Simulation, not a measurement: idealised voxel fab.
Title: Process Module voxel air gaps
Square cells of 5 nm make up the cross-section cut, whose width is 255 nm.
We lay out every cross-section as a grid of square cells and spell it out in bands from the top down, where one band means one or more rows of cells. Look at the band entry: it leads with the top's height and the bottom's height in nm. Then it lists the materials left to right, with a width in nm for each. The word "edge to edge" on a single material says that material fills the band edge to edge. The word "air" is empty space. Zero point of the height axis is 0; under it, received wafer = one material. Lowest band: continues down indefinitely, "from 0 down". A width such as "30->40" changes by the same amount from each row of cells to the next, from the band's top row to its bottom row. A step reported as "remains unaltered" is a step in which no cell of the cross-section changed. Enclosed voids (no open way to top), threshold 8 cells or more, entry "Closed cavities", notation width x height at distance, distance from left edge, nm. Read whatever lies past the settings on a step's line as the simulator's own remark about the step. overlay nm: for a step with a mask, the amount by which the mask lay right of where it was planned; a negative amount means left of it. Layout of what follows: cross-section pairs, each bracketing one process step, the after cross-section shown only to the lowest band that changed, the step between and its settings noted under each pair. Pairs may originate in different runs of this module on the same starting wafer; a pair continues from the pair above only where its entry headed "Pre-process cross-section" says so.

[Pre-process cross-section]
    from 0 down  Si edge to edge
    Closed cavities: none

[Cross-Section After Step]
    from 15 to 0  SiO2 edge to edge
    Under 0: no change, same as before.
    Closed cavities: none
So what happens between those two cross-sections up there? CONFORMAL_DEP: material SiO2, thk nm 15

Pre-process cross-section: just use the after drawing of the pair above as your starting point.

[Cross-Section After Step]
    from 20 to 15  SiCN edge to edge
    Under 15: no change, same as before.
    Closed cavities: none
So what happens between those two cross-sections up there? CONFORMAL_DEP: material SiCN, thk nm 5

Pre-process cross-section: just use the after drawing of the pair above as your starting point.

[Cross-Section After Step]
    from 50 to 20  lowk edge to edge
    Under 20: no change, same as before.
    Closed cavities: none
So what happens between those two cross-sections up there? DIRECTIONAL_DEP: material lowk, thk nm 30

Pre-process cross-section: just use the after drawing of the pair above as your starting point.

[Cross-Section After Step]
    from 50 to 20  lowk=70 | air=20 | lowk=25 | air=20 | lowk=25 | air=20 | lowk=75
    Under 20: no change, same as before.
    Closed cavities: none
So what happens between those two cross-sections up there? MASKED_ETCH: tone open, mask id LINES, width nm 20, pitch nm 45, etch materials lowk, depth nm 30, overlay nm 0

Pre-process cross-section: just use the after drawing of the pair above as your starting point.

[Cross-Section After Step]
    from 55 to 50  TiN=75 | air=10 | TiN=35 | air=10 | TiN=35 | air=10 | TiN=80
    from 50 to 25  lowk=70 | TiN=5 | air=10 | TiN=5 | lowk=25 | TiN=5 | air=10 | TiN=5 | lowk=25 | TiN=5 | air=10 | TiN=5 | lowk=75
    from 25 to 20  lowk=70 | TiN=20 | lowk=25 | TiN=20 | lowk=25 | TiN=20 | lowk=75
    Under 20: no change, same as before.
    Closed cavities: none
So what happens between those two cross-sections up there? CONFORMAL_DEP: material TiN, thk nm 5

Pre-process cross-section: just use the after drawing of the pair above as your starting point.

[Cross-Section After Step]
    from 65 to 55  W edge to edge
    from 55 to 50  TiN=75 | W=10 | TiN=35 | W=10 | TiN=35 | W=10 | TiN=80
    from 50 to 25  lowk=70 | TiN=5 | W=10 | TiN=5 | lowk=25 | TiN=5 | W=10 | TiN=5 | lowk=25 | TiN=5 | W=10 | TiN=5 | lowk=75
    Under 25: no change, same as before.
    Closed cavities: none
So what happens between those two cross-sections up there? FILL_DEP: material W, thk nm 10

Pre-process cross-section: just use the after drawing of the pair above as your starting point.

[Cross-Section After Step]
    from 50 to 25  lowk=70 | TiN=5 | W=10 | TiN=5 | lowk=25 | TiN=5 | W=10 | TiN=5 | lowk=25 | TiN=5 | W=10 | TiN=5 | lowk=75
    Under 25: no change, same as before.
    Closed cavities: none
So what happens between those two cross-sections up there? CMP: height nm 50

Pre-process cross-section: just use the after drawing of the pair above as your starting point.

[Cross-Section After Step]
    from 60 to 50  air=60 | Ru=40 | air=5 | Ru=40 | air=5 | Ru=40 | air=65
    Under 50: no change, same as before.
    Closed cavities: none
So what happens between those two cross-sections up there? EPI: material Ru, thk nm 10

Pre-process cross-section: just use the after drawing of the pair above as your starting point.

[Cross-Section After Step]
    from 60 to 50  air=60 | Ru=40 | air=5 | Ru=40 | air=5 | Ru=40 | air=65
    from 50 to 25  air=70 | TiN=5 | W=10 | TiN=5 | air=25 | TiN=5 | W=10 | TiN=5 | air=25 | TiN=5 | W=10 | TiN=5 | air=75
    from 25 to 20  air=70 | TiN=20 | air=25 | TiN=20 | air=25 | TiN=20 | air=75
    Under 20: no change, same as before.
    Closed cavities: none
So what happens between those two cross-sections up there? SELECTIVE_ETCH: etch materials lowk, depth nm 40

Pre-process cross-section: just use the after drawing of the pair above as your starting point.

[Cross-Section After Step]
    from 65 to 60  air=55 | SiCN=140 | air=60
    from 60 to 50  air=55 | SiCN=5 | Ru=40 | SiCN=5 | Ru=40 | SiCN=5 | Ru=40 | SiCN=5 | air=60
    from 50 to 45  air=55 | SiCN=15 | TiN=5 | W=10 | TiN=5 | SiCN=25 | TiN=5 | W=10 | TiN=5 | SiCN=25 | TiN=5 | W=10 | TiN=5 | SiCN=15 | air=60
    from 45 to 25  air=65 | SiCN=5 | TiN=5 | W=10 | TiN=5 | SiCN=5 | air=15 | SiCN=5 | TiN=5 | W=10 | TiN=5 | SiCN=5 | air=15 | SiCN=5 | TiN=5 | W=10 | TiN=5 | SiCN=5 | air=70
    from 25 to 20  SiCN=70 | TiN=20 | SiCN=25 | TiN=20 | SiCN=25 | TiN=20 | SiCN=75
    Under 20: no change, same as before.
    Closed cavities: 15 x 20 at 95; 15 x 20 at 140
So what happens between those two cross-sections up there? CONFORMAL_DEP: material SiCN, thk nm 5

[Pre-process cross-section]
    from 0 down  Si edge to edge
    Closed cavities: none

[Cross-Section After Step]
    from 5 to 0  SiCN edge to edge
    Under 0: no change, same as before.
    Closed cavities: none
So what happens between those two cross-sections up there? CONFORMAL_DEP: material SiCN, thk nm 5

Pre-process cross-section: just use the after drawing of the pair above as your starting point.

[Cross-Section After Step]
    from 35 to 5  lowk edge to edge
    Under 5: no change, same as before.
    Closed cavities: none
So what happens between those two cross-sections up there? DIRECTIONAL_DEP: material lowk, thk nm 30

Pre-process cross-section: just use the after drawing of the pair above as your starting point.

[Cross-Section After Step]
    from 35 to 5  lowk=70 | air=20 | lowk=25 | air=20 | lowk=25 | air=20 | lowk=75
    Under 5: no change, same as before.
    Closed cavities: none
So what happens between those two cross-sections up there? MASKED_ETCH: tone open, mask id LINES, width nm 20, pitch nm 45, etch materials lowk, depth nm 30, overlay nm 0

Pre-process cross-section: just use the after drawing of the pair above as your starting point.

[Cross-Section After Step]
    from 40 to 35  TiN=75 | air=10 | TiN=35 | air=10 | TiN=35 | air=10 | TiN=80
    from 35 to 10  lowk=70 | TiN=5 | air=10 | TiN=5 | lowk=25 | TiN=5 | air=10 | TiN=5 | lowk=25 | TiN=5 | air=10 | TiN=5 | lowk=75
    from 10 to 5  lowk=70 | TiN=20 | lowk=25 | TiN=20 | lowk=25 | TiN=20 | lowk=75
    Under 5: no change, same as before.
    Closed cavities: none
So what happens between those two cross-sections up there? CONFORMAL_DEP: material TiN, thk nm 5

Pre-process cross-section: just use the after drawing of the pair above as your starting point.

[Cross-Section After Step]
    from 50 to 40  W edge to edge
    from 40 to 35  TiN=75 | W=10 | TiN=35 | W=10 | TiN=35 | W=10 | TiN=80
    from 35 to 10  lowk=70 | TiN=5 | W=10 | TiN=5 | lowk=25 | TiN=5 | W=10 | TiN=5 | lowk=25 | TiN=5 | W=10 | TiN=5 | lowk=75
    Under 10: no change, same as before.
    Closed cavities: none
So what happens between those two cross-sections up there? FILL_DEP: material W, thk nm 10

Pre-process cross-section: just use the after drawing of the pair above as your starting point.

[Cross-Section After Step]
    from 60 to 50  Ru edge to edge
    Under 50: no change, same as before.
    Closed cavities: none
So what happens between those two cross-sections up there? EPI: material Ru, thk nm 10

Pre-process cross-section: just use the after drawing of the pair above as your starting point.

[Cross-Section After Step]
    from 65 to 60  SiCN edge to edge
    Under 60: no change, same as before.
    Closed cavities: none
So what happens between those two cross-sections up there? CONFORMAL_DEP: material SiCN, thk nm 5

[Pre-process cross-section]
    from 60 to 50  air=60 | Ru=40 | air=5 | Ru=40 | air=5 | Ru=40 | air=65
    from 50 to 25  lowk=70 | TiN=5 | W=10 | TiN=5 | lowk=25 | TiN=5 | W=10 | TiN=5 | lowk=25 | TiN=5 | W=10 | TiN=5 | lowk=75
    from 25 to 20  lowk=70 | TiN=20 | lowk=25 | TiN=20 | lowk=25 | TiN=20 | lowk=75
    from 20 to 15  SiCN edge to edge
    from 15 to 0  SiO2 edge to edge
    from 0 down  Si edge to edge
    Closed cavities: none

[Cross-Section After Step]
    from 70 to 50  air=50 | Ru=150 | air=55
    Under 50: no change, same as before.
    Closed cavities: none
So what happens between those two cross-sections up there? EPI: material Ru, thk nm 10

Pre-process cross-section: just use the after drawing of the pair above as your starting point.

[Cross-Section After Step]
    from 70 to 50  air=50 | Ru=150 | air=55
    from 50 to 25  air=70 | TiN=5 | W=10 | TiN=5 | lowk=25 | TiN=5 | W=10 | TiN=5 | lowk=25 | TiN=5 | W=10 | TiN=5 | air=75
    from 25 to 20  air=70 | TiN=20 | lowk=25 | TiN=20 | lowk=25 | TiN=20 | air=75
    Under 20: no change, same as before.
    Closed cavities: none
So what happens between those two cross-sections up there? SELECTIVE_ETCH: etch materials lowk, depth nm 40

Pre-process cross-section: just use the after drawing of the pair above as your starting point.

[Cross-Section After Step]
    from 75 to 70  air=45 | SiCN=160 | air=50
    from 70 to 50  air=45 | SiCN=5 | Ru=150 | SiCN=5 | air=50
    from 50 to 45  air=45 | SiCN=25 | TiN=5 | W=10 | TiN=5 | lowk=25 | TiN=5 | W=10 | TiN=5 | lowk=25 | TiN=5 | W=10 | TiN=5 | SiCN=25 | air=50
    from 45 to 25  air=65 | SiCN=5 | TiN=5 | W=10 | TiN=5 | lowk=25 | TiN=5 | W=10 | TiN=5 | lowk=25 | TiN=5 | W=10 | TiN=5 | SiCN=5 | air=70
    from 25 to 20  SiCN=70 | TiN=20 | lowk=25 | TiN=20 | lowk=25 | TiN=20 | SiCN=75
    Under 20: no change, same as before.
    Closed cavities: none
So what happens between those two cross-sections up there? CONFORMAL_DEP: material SiCN, thk nm 5

[Pre-process cross-section]
    from 5 to 0  SiCN edge to edge
    from 0 down  Si edge to edge
    Closed cavities: none

[Cross-Section After Step]
    from 20 to 5  SiO2 edge to edge
    Under 5: no change, same as before.
    Closed cavities: none
So what happens between those two cross-sections up there? CONFORMAL_DEP: material SiO2, thk nm 15

Pre-process cross-section: just use the after drawing of the pair above as your starting point.

[Cross-Section After Step]
    from 50 to 20  lowk edge to edge
    Under 20: no change, same as before.
    Closed cavities: none
So what happens between those two cross-sections up there? DIRECTIONAL_DEP: material lowk, thk nm 30

Pre-process cross-section: just use the after drawing of the pair above as your starting point.

[Cross-Section After Step]
    from 50 to 20  lowk=70 | air=20 | lowk=25 | air=20 | lowk=25 | air=20 | lowk=75
    Under 20: no change, same as before.
    Closed cavities: none
So what happens between those two cross-sections up there? MASKED_ETCH: tone open, mask id LINES, width nm 20, pitch nm 45, etch materials lowk, depth nm 30, overlay nm 0

Pre-process cross-section: just use the after drawing of the pair above as your starting point.

[Cross-Section After Step]
    from 55 to 50  TiN=75 | air=10 | TiN=35 | air=10 | TiN=35 | air=10 | TiN=80
    from 50 to 25  lowk=70 | TiN=5 | air=10 | TiN=5 | lowk=25 | TiN=5 | air=10 | TiN=5 | lowk=25 | TiN=5 | air=10 | TiN=5 | lowk=75
    from 25 to 20  lowk=70 | TiN=20 | lowk=25 | TiN=20 | lowk=25 | TiN=20 | lowk=75
    Under 20: no change, same as before.
    Closed cavities: none
So what happens between those two cross-sections up there? CONFORMAL_DEP: material TiN, thk nm 5

Pre-process cross-section: just use the after drawing of the pair above as your starting point.

[Cross-Section After Step]
    from 65 to 55  W edge to edge
    from 55 to 50  TiN=75 | W=10 | TiN=35 | W=10 | TiN=35 | W=10 | TiN=80
    from 50 to 25  lowk=70 | TiN=5 | W=10 | TiN=5 | lowk=25 | TiN=5 | W=10 | TiN=5 | lowk=25 | TiN=5 | W=10 | TiN=5 | lowk=75
    Under 25: no change, same as before.
    Closed cavities: none
So what happens between those two cross-sections up there? FILL_DEP: material W, thk nm 10

Pre-process cross-section: just use the after drawing of the pair above as your starting point.

[Cross-Section After Step]
    from 50 to 25  lowk=70 | TiN=5 | W=10 | TiN=5 | lowk=25 | TiN=5 | W=10 | TiN=5 | lowk=25 | TiN=5 | W=10 | TiN=5 | lowk=75
    Under 25: no change, same as before.
    Closed cavities: none
So what happens between those two cross-sections up there? CMP: height nm 50

Pre-process cross-section: just use the after drawing of the pair above as your starting point.

[Cross-Section After Step]
    from 60 to 50  air=60 | Ru=40 | air=5 | Ru=40 | air=5 | Ru=40 | air=65
    Under 50: no change, same as before.
    Closed cavities: none
So what happens between those two cross-sections up there? EPI: material Ru, thk nm 10

Pre-process cross-section: just use the after drawing of the pair above as your starting point.

[Cross-Section After Step]
    from 60 to 50  air=60 | Ru=40 | air=5 | Ru=40 | air=5 | Ru=40 | air=65
    from 50 to 25  air=70 | TiN=5 | W=10 | TiN=5 | air=25 | TiN=5 | W=10 | TiN=5 | air=25 | TiN=5 | W=10 | TiN=5 | air=75
    from 25 to 20  air=70 | TiN=20 | air=25 | TiN=20 | air=25 | TiN=20 | air=75
    Under 20: no change, same as before.
    Closed cavities: none
So what happens between those two cross-sections up there? SELECTIVE_ETCH: etch materials lowk, depth nm 40

Pre-process cross-section: just use the after drawing of the pair above as your starting point.

[Cross-Section After Step]
    from 65 to 60  air=55 | SiCN=140 | air=60
    from 60 to 50  air=55 | SiCN=5 | Ru=40 | SiCN=5 | Ru=40 | SiCN=5 | Ru=40 | SiCN=5 | air=60
    from 50 to 45  air=55 | SiCN=15 | TiN=5 | W=10 | TiN=5 | SiCN=25 | TiN=5 | W=10 | TiN=5 | SiCN=25 | TiN=5 | W=10 | TiN=5 | SiCN=15 | air=60
    from 45 to 25  air=65 | SiCN=5 | TiN=5 | W=10 | TiN=5 | SiCN=5 | air=15 | SiCN=5 | TiN=5 | W=10 | TiN=5 | SiCN=5 | air=15 | SiCN=5 | TiN=5 | W=10 | TiN=5 | SiCN=5 | air=70
    from 25 to 20  SiCN=70 | TiN=20 | SiCN=25 | TiN=20 | SiCN=25 | TiN=20 | SiCN=75
    Under 20: no change, same as before.
    Closed cavities: 15 x 20 at 95; 15 x 20 at 140
So what happens between those two cross-sections up there? CONFORMAL_DEP: material SiCN, thk nm 5

[Pre-process cross-section]
    from 65 to 55  W edge to edge
    from 55 to 50  TiN=75 | W=10 | TiN=35 | W=10 | TiN=35 | W=10 | TiN=80
    from 50 to 25  lowk=70 | TiN=5 | W=10 | TiN=5 | lowk=25 | TiN=5 | W=10 | TiN=5 | lowk=25 | TiN=5 | W=10 | TiN=5 | lowk=75
    from 25 to 20  lowk=70 | TiN=20 | lowk=25 | TiN=20 | lowk=25 | TiN=20 | lowk=75
    from 20 to 15  SiCN edge to edge
    from 15 to 0  SiO2 edge to edge
    from 0 down  Si edge to edge
    Closed cavities: none

[Cross-Section After Step]
    from 45 to 25  lowk=70 | TiN=5 | W=10 | TiN=5 | lowk=25 | TiN=5 | W=10 | TiN=5 | lowk=25 | TiN=5 | W=10 | TiN=5 | lowk=75
    Under 25: no change, same as before.
    Closed cavities: none
So what happens between those two cross-sections up there? CMP: height nm 45

Pre-process cross-section: just use the after drawing of the pair above as your starting point.

[Cross-Section After Step]
    from 55 to 45  air=60 | Ru=40 | air=5 | Ru=40 | air=5 | Ru=40 | air=65
    Under 45: no change, same as before.
    Closed cavities: none
So what happens between those two cross-sections up there? EPI: material Ru, thk nm 10

Pre-process cross-section: just use the after drawing of the pair above as your starting point.

[Cross-Section After Step]
    from 55 to 45  air=60 | Ru=40 | air=5 | Ru=40 | air=5 | Ru=40 | air=65
    from 45 to 25  air=70 | TiN=5 | W=10 | TiN=5 | air=25 | TiN=5 | W=10 | TiN=5 | air=25 | TiN=5 | W=10 | TiN=5 | air=75
    from 25 to 20  air=70 | TiN=20 | air=25 | TiN=20 | air=25 | TiN=20 | air=75
    Under 20: no change, same as before.
    Closed cavities: none
So what happens between those two cross-sections up there? SELECTIVE_ETCH: etch materials lowk, depth nm 40

Pre-process cross-section: just use the after drawing of the pair above as your starting point.

[Cross-Section After Step]
    from 60 to 55  air=55 | SiCN=140 | air=60
    from 55 to 45  air=55 | SiCN=5 | Ru=40 | SiCN=5 | Ru=40 | SiCN=5 | Ru=40 | SiCN=5 | air=60
    from 45 to 40  air=55 | SiCN=15 | TiN=5 | W=10 | TiN=5 | SiCN=25 | TiN=5 | W=10 | TiN=5 | SiCN=25 | TiN=5 | W=10 | TiN=5 | SiCN=15 | air=60
    from 40 to 25  air=65 | SiCN=5 | TiN=5 | W=10 | TiN=5 | SiCN=5 | air=15 | SiCN=5 | TiN=5 | W=10 | TiN=5 | SiCN=5 | air=15 | SiCN=5 | TiN=5 | W=10 | TiN=5 | SiCN=5 | air=70
    from 25 to 20  SiCN=70 | TiN=20 | SiCN=25 | TiN=20 | SiCN=25 | TiN=20 | SiCN=75
    Under 20: no change, same as before.
    Closed cavities: 15 x 15 at 95; 15 x 15 at 140
So what happens between those two cross-sections up there? CONFORMAL_DEP: material SiCN, thk nm 5

[Pre-process cross-section]
    from 50 to 20  lowk edge to edge
    from 20 to 15  SiCN edge to edge
    from 15 to 0  SiO2 edge to edge
    from 0 down  Si edge to edge
    Closed cavities: none

[Cross-Section After Step]
    from 50 to 20  lowk=65 | air=30 | lowk=15 | air=30 | lowk=15 | air=30 | lowk=70
    Under 20: no change, same as before.
    Closed cavities: none
So what happens between those two cross-sections up there? MASKED_ETCH: tone open, mask id LINES, width nm 30, pitch nm 45, etch materials lowk, depth nm 30, overlay nm 0

Pre-process cross-section: just use the after drawing of the pair above as your starting point.

[Cross-Section After Step]
    from 55 to 50  TiN=70 | air=20 | TiN=25 | air=20 | TiN=25 | air=20 | TiN=75
    from 50 to 25  lowk=65 | TiN=5 | air=20 | TiN=5 | lowk=15 | TiN=5 | air=20 | TiN=5 | lowk=15 | TiN=5 | air=20 | TiN=5 | lowk=70
    from 25 to 20  lowk=65 | TiN=30 | lowk=15 | TiN=30 | lowk=15 | TiN=30 | lowk=70
    Under 20: no change, same as before.
    Closed cavities: none
So what happens between those two cross-sections up there? CONFORMAL_DEP: material TiN, thk nm 5

Pre-process cross-section: just use the after drawing of the pair above as your starting point.

[Cross-Section After Step]
    from 65 to 55  W edge to edge
    from 55 to 50  TiN=70 | W=20 | TiN=25 | W=20 | TiN=25 | W=20 | TiN=75
    from 50 to 25  lowk=65 | TiN=5 | W=20 | TiN=5 | lowk=15 | TiN=5 | W=20 | TiN=5 | lowk=15 | TiN=5 | W=20 | TiN=5 | lowk=70
    Under 25: no change, same as before.
    Closed cavities: none
So what happens between those two cross-sections up there? FILL_DEP: material W, thk nm 10

Pre-process cross-section: just use the after drawing of the pair above as your starting point.

[Cross-Section After Step]
    from 50 to 25  lowk=65 | TiN=5 | W=20 | TiN=5 | lowk=15 | TiN=5 | W=20 | TiN=5 | lowk=15 | TiN=5 | W=20 | TiN=5 | lowk=70
    Under 25: no change, same as before.
    Closed cavities: none
So what happens between those two cross-sections up there? CMP: height nm 50

Pre-process cross-section: just use the after drawing of the pair above as your starting point.

[Cross-Section After Step]
    from 60 to 50  air=55 | Ru=140 | air=60
    Under 50: no change, same as before.
    Closed cavities: none
So what happens between those two cross-sections up there? EPI: material Ru, thk nm 10

Pre-process cross-section: just use the after drawing of the pair above as your starting point.

[Cross-Section After Step]
    from 60 to 50  air=55 | Ru=140 | air=60
    from 50 to 25  air=65 | TiN=5 | W=20 | TiN=5 | lowk=15 | TiN=5 | W=20 | TiN=5 | lowk=15 | TiN=5 | W=20 | TiN=5 | air=70
    from 25 to 20  air=65 | TiN=30 | lowk=15 | TiN=30 | lowk=15 | TiN=30 | air=70
    Under 20: no change, same as before.
    Closed cavities: none
So what happens between those two cross-sections up there? SELECTIVE_ETCH: etch materials lowk, depth nm 40

Pre-process cross-section: just use the after drawing of the pair above as your starting point.

[Cross-Section After Step]
    from 65 to 60  air=50 | SiCN=150 | air=55
    from 60 to 50  air=50 | SiCN=5 | Ru=140 | SiCN=5 | air=55
    from 50 to 45  air=50 | SiCN=15 | TiN=5 | W=20 | TiN=5 | lowk=15 | TiN=5 | W=20 | TiN=5 | lowk=15 | TiN=5 | W=20 | TiN=5 | SiCN=15 | air=55
    from 45 to 25  air=60 | SiCN=5 | TiN=5 | W=20 | TiN=5 | lowk=15 | TiN=5 | W=20 | TiN=5 | lowk=15 | TiN=5 | W=20 | TiN=5 | SiCN=5 | air=65
    from 25 to 20  SiCN=65 | TiN=30 | lowk=15 | TiN=30 | lowk=15 | TiN=30 | SiCN=70
    Under 20: no change, same as before.
    Closed cavities: none
So what happens between those two cross-sections up there? CONFORMAL_DEP: material SiCN, thk nm 5

[Pre-process cross-section]
    from 50 to 20  lowk edge to edge
    from 20 to 15  SiCN edge to edge
    from 15 to 0  SiO2 edge to edge
    from 0 down  Si edge to edge
    Closed cavities: none

[Cross-Section After Step]
    from 50 to 20  lowk=60 | air=20 | lowk=25 | air=20 | lowk=25 | air=20 | lowk=85
    Under 20: no change, same as before.
    Closed cavities: none
So what happens between those two cross-sections up there? MASKED_ETCH: tone open, mask id LINES, width nm 20, pitch nm 45, etch materials lowk, depth nm 30, overlay nm -10

Pre-process cross-section: just use the after drawing of the pair above as your starting point.

[Cross-Section After Step]
    from 55 to 50  TiN=65 | air=10 | TiN=35 | air=10 | TiN=35 | air=10 | TiN=90
    from 50 to 25  lowk=60 | TiN=5 | air=10 | TiN=5 | lowk=25 | TiN=5 | air=10 | TiN=5 | lowk=25 | TiN=5 | air=10 | TiN=5 | lowk=85
    from 25 to 20  lowk=60 | TiN=20 | lowk=25 | TiN=20 | lowk=25 | TiN=20 | lowk=85
    Under 20: no change, same as before.
    Closed cavities: none
So what happens between those two cross-sections up there? CONFORMAL_DEP: material TiN, thk nm 5

Pre-process cross-section: just use the after drawing of the pair above as your starting point.

[Cross-Section After Step]
    from 65 to 55  W edge to edge
    from 55 to 50  TiN=65 | W=10 | TiN=35 | W=10 | TiN=35 | W=10 | TiN=90
    from 50 to 25  lowk=60 | TiN=5 | W=10 | TiN=5 | lowk=25 | TiN=5 | W=10 | TiN=5 | lowk=25 | TiN=5 | W=10 | TiN=5 | lowk=85
    Under 25: no change, same as before.
    Closed cavities: none
So what happens between those two cross-sections up there? FILL_DEP: material W, thk nm 10

Pre-process cross-section: just use the after drawing of the pair above as your starting point.

[Cross-Section After Step]
    from 50 to 25  lowk=60 | TiN=5 | W=10 | TiN=5 | lowk=25 | TiN=5 | W=10 | TiN=5 | lowk=25 | TiN=5 | W=10 | TiN=5 | lowk=85
    Under 25: no change, same as before.
    Closed cavities: none
So what happens between those two cross-sections up there? CMP: height nm 50

Pre-process cross-section: just use the after drawing of the pair above as your starting point.

[Cross-Section After Step]
    from 60 to 50  air=50 | Ru=40 | air=5 | Ru=40 | air=5 | Ru=40 | air=75
    Under 50: no change, same as before.
    Closed cavities: none
So what happens between those two cross-sections up there? EPI: material Ru, thk nm 10

Pre-process cross-section: just use the after drawing of the pair above as your starting point.

[Cross-Section After Step]
    from 60 to 50  air=50 | Ru=40 | air=5 | Ru=40 | air=5 | Ru=40 | air=75
    from 50 to 25  air=60 | TiN=5 | W=10 | TiN=5 | air=25 | TiN=5 | W=10 | TiN=5 | air=25 | TiN=5 | W=10 | TiN=5 | air=85
    from 25 to 20  air=60 | TiN=20 | air=25 | TiN=20 | air=25 | TiN=20 | air=85
    Under 20: no change, same as before.
    Closed cavities: none
So what happens between those two cross-sections up there? SELECTIVE_ETCH: etch materials lowk, depth nm 40

Pre-process cross-section: just use the after drawing of the pair above as your starting point.

[Cross-Section After Step]
    from 65 to 60  air=45 | SiCN=140 | air=70
    from 60 to 50  air=45 | SiCN=5 | Ru=40 | SiCN=5 | Ru=40 | SiCN=5 | Ru=40 | SiCN=5 | air=70
    from 50 to 45  air=45 | SiCN=15 | TiN=5 | W=10 | TiN=5 | SiCN=25 | TiN=5 | W=10 | TiN=5 | SiCN=25 | TiN=5 | W=10 | TiN=5 | SiCN=15 | air=70
    from 45 to 25  air=55 | SiCN=5 | TiN=5 | W=10 | TiN=5 | SiCN=5 | air=15 | SiCN=5 | TiN=5 | W=10 | TiN=5 | SiCN=5 | air=15 | SiCN=5 | TiN=5 | W=10 | TiN=5 | SiCN=5 | air=80
    from 25 to 20  SiCN=60 | TiN=20 | SiCN=25 | TiN=20 | SiCN=25 | TiN=20 | SiCN=85
    Under 20: no change, same as before.
    Closed cavities: 15 x 20 at 85; 15 x 20 at 130
So what happens between those two cross-sections up there? CONFORMAL_DEP: material SiCN, thk nm 5

[Pre-process cross-section]
    from 0 down  Si edge to edge
    Closed cavities: none

[Cross-Section After Step]
    from 15 to 0  Ru edge to edge
    Under 0: no change, same as before.
    Closed cavities: none
So what happens between those two cross-sections up there? CONFORMAL_DEP: material Ru, thk nm 15

Pre-process cross-section: just use the after drawing of the pair above as your starting point.

[Cross-Section After Step]
    from 20 to 15  SiCN edge to edge
    Under 15: no change, same as before.
    Closed cavities: none
So what happens between those two cross-sections up there? CONFORMAL_DEP: material SiCN, thk nm 5

Pre-process cross-section: just use the after drawing of the pair above as your starting point.

[Cross-Section After Step]
    from 50 to 20  lowk edge to edge
    Under 20: no change, same as before.
    Closed cavities: none
So what happens between those two cross-sections up there? DIRECTIONAL_DEP: material lowk, thk nm 30

Pre-process cross-section: just use the after drawing of the pair above as your starting point.

[Cross-Section After Step]
    from 50 to 20  lowk=70 | air=20 | lowk=25 | air=20 | lowk=25 | air=20 | lowk=75
    Under 20: no change, same as before.
    Closed cavities: none
So what happens between those two cross-sections up there? MASKED_ETCH: tone open, mask id LINES, width nm 20, pitch nm 45, etch materials lowk, depth nm 30, overlay nm 0

Pre-process cross-section: just use the after drawing of the pair above as your starting point.

[Cross-Section After Step]
    from 55 to 50  TiN=75 | air=10 | TiN=35 | air=10 | TiN=35 | air=10 | TiN=80
    from 50 to 25  lowk=70 | TiN=5 | air=10 | TiN=5 | lowk=25 | TiN=5 | air=10 | TiN=5 | lowk=25 | TiN=5 | air=10 | TiN=5 | lowk=75
    from 25 to 20  lowk=70 | TiN=20 | lowk=25 | TiN=20 | lowk=25 | TiN=20 | lowk=75
    Under 20: no change, same as before.
    Closed cavities: none
So what happens between those two cross-sections up there? CONFORMAL_DEP: material TiN, thk nm 5

Pre-process cross-section: just use the after drawing of the pair above as your starting point.

[Cross-Section After Step]
    from 65 to 55  W edge to edge
    from 55 to 50  TiN=75 | W=10 | TiN=35 | W=10 | TiN=35 | W=10 | TiN=80
    from 50 to 25  lowk=70 | TiN=5 | W=10 | TiN=5 | lowk=25 | TiN=5 | W=10 | TiN=5 | lowk=25 | TiN=5 | W=10 | TiN=5 | lowk=75
    Under 25: no change, same as before.
    Closed cavities: none
So what happens between those two cross-sections up there? FILL_DEP: material W, thk nm 10

Pre-process cross-section: just use the after drawing of the pair above as your starting point.

[Cross-Section After Step]
    from 50 to 25  lowk=70 | TiN=5 | W=10 | TiN=5 | lowk=25 | TiN=5 | W=10 | TiN=5 | lowk=25 | TiN=5 | W=10 | TiN=5 | lowk=75
    Under 25: no change, same as before.
    Closed cavities: none
So what happens between those two cross-sections up there? CMP: height nm 50

Pre-process cross-section: just use the after drawing of the pair above as your starting point.

[Cross-Section After Step]
    from 60 to 50  air=60 | Ru=40 | air=5 | Ru=40 | air=5 | Ru=40 | air=65
    Under 50: no change, same as before.
    Closed cavities: none
So what happens between those two cross-sections up there? EPI: material Ru, thk nm 10

Pre-process cross-section: just use the after drawing of the pair above as your starting point.

[Cross-Section After Step]
    from 60 to 50  air=60 | Ru=40 | air=5 | Ru=40 | air=5 | Ru=40 | air=65
    from 50 to 25  air=70 | TiN=5 | W=10 | TiN=5 | air=25 | TiN=5 | W=10 | TiN=5 | air=25 | TiN=5 | W=10 | TiN=5 | air=75
    from 25 to 20  air=70 | TiN=20 | air=25 | TiN=20 | air=25 | TiN=20 | air=75
    Under 20: no change, same as before.
    Closed cavities: none
So what happens between those two cross-sections up there? SELECTIVE_ETCH: etch materials lowk, depth nm 40

Pre-process cross-section: just use the after drawing of the pair above as your starting point.

[Cross-Section After Step]
    from 65 to 60  air=55 | SiCN=140 | air=60
    from 60 to 50  air=55 | SiCN=5 | Ru=40 | SiCN=5 | Ru=40 | SiCN=5 | Ru=40 | SiCN=5 | air=60
    from 50 to 45  air=55 | SiCN=15 | TiN=5 | W=10 | TiN=5 | SiCN=25 | TiN=5 | W=10 | TiN=5 | SiCN=25 | TiN=5 | W=10 | TiN=5 | SiCN=15 | air=60
    from 45 to 25  air=65 | SiCN=5 | TiN=5 | W=10 | TiN=5 | SiCN=5 | air=15 | SiCN=5 | TiN=5 | W=10 | TiN=5 | SiCN=5 | air=15 | SiCN=5 | TiN=5 | W=10 | TiN=5 | SiCN=5 | air=70
    from 25 to 20  SiCN=70 | TiN=20 | SiCN=25 | TiN=20 | SiCN=25 | TiN=20 | SiCN=75
    Under 20: no change, same as before.
    Closed cavities: 15 x 20 at 95; 15 x 20 at 140
So what happens between those two cross-sections up there? CONFORMAL_DEP: material SiCN, thk nm 5

[Pre-process cross-section]
    from 50 to 20  lowk edge to edge
    from 20 to 15  SiCN edge to edge
    from 15 to 0  SiO2 edge to edge
    from 0 down  Si edge to edge
    Closed cavities: none

[Cross-Section After Step]
    from 50 to 20  air=70 | lowk=20 | air=25 | lowk=20 | air=25 | lowk=20 | air=75
    Under 20: no change, same as before.
    Closed cavities: none
So what happens between those two cross-sections up there? MASKED_ETCH: tone cover, mask id LINES, width nm 20, pitch nm 45, etch materials lowk, depth nm 30, overlay nm 0
